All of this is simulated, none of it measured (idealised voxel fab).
Process module in this document: voxel local oxidation
This is section cut - it's 250 nm across, gridded in 5 nm square cells.
Reading order for cross-sections: top band down to bottom band. Underlying form: a grid of square cells. Band size: one or more rows of cells.
This entry defines a band. It first specifies the height of the band's top and the height of its bottom in nm, and then specifies the band's materials from left to right, stating each material with its width in nm. The word "all across" identifies a single material that fills the band from edge to edge, while the word "blank" identifies empty space.
We count height from 0. Below that, the starting wafer is all one material. The lowest band never ends at the bottom but goes on down; see "0 and below" for how that is written.
Graded width ("30 to 40"): value in top row of band = first number; value in bottom row = second number; row-to-row change constant.
Given "all unchanged" for a step, no cell of the cross-section differs between before and after that step.
The list in "Trapped voids" covers empty spaces of 8 cells or more that cannot reach the top through any open way, and it gives each as width x height at distance; the distance is from the left edge, and width, height and distance are in nm.
Heads up: the bit after the settings on a step's line is the simulator's remark on that step.
overlay nm: step with mask; distance mask lay right of planned place; negative value = left of planned place.

**Listed below are the process steps as planned**
step 1: RECEIVE | material Si
step 2: OXIDIZE | depth nm 5
step 3: CONFORMAL_DEP | material SiN | thk nm 10
step 4: DIRECTIONAL_DEP | material aC | thk nm 10
step 5: PATTERN | tone cover | mask id ACTIVE | material resist | width nm 90 | thk nm 25 | overlay nm 0
step 6: DIRECTIONAL_ETCH | etch materials aC | depth nm 10
step 7: STRIP | etch materials resist
step 8: DIRECTIONAL_ETCH | etch materials SiN | depth nm 5
step 9: STRIP | etch materials aC
step 10: SELECTIVE_ETCH | etch materials SiO2 | depth nm 5
step 11: OXIDIZE | depth nm 10
step 12: STRIP | etch materials SiN
Don't read the plan's depth nm for step 8 as applying to every wafer: that's the first wafer's value, and the wafers differ in it, though they all start identical.

**First of several wafers (as received, post step 1), cross-sectional view**
	0 and below | Si all across
	Trapped voids: none

**Depicted here is the first of several wafers in cross-section, at module completion following the last step, step 12**
	0 down to -5 | SiO2 all across
	-5 and below | Si all across
	Trapped voids: none

**Cross-sectional view of the final wafer of several at the module's end**
	0 down to -5 | blank (85), SiO2 (80), blank (85)
	-5 down to -15 | SiO2 (95), Si (60), SiO2 (95)
	-15 and below | Si all across
	Trapped voids: none

**The rows of the table below are wafers. Looking at the end of the module, a row counts, for every material, the cells the wafer has gained, shown as (+), or lost, shown as (-), since it was received; its closed voids come next**
depth nm 5; -50 Si; +50 SiO2; Trapped voids: none
depth nm 10; -126 Si; +92 SiO2; Trapped voids: none
depth nm 15; -126 Si; +92 SiO2; Trapped voids: none
depth nm 20; -126 Si; +92 SiO2; Trapped voids: none
depth nm 25; -126 Si; +92 SiO2; Trapped voids: none
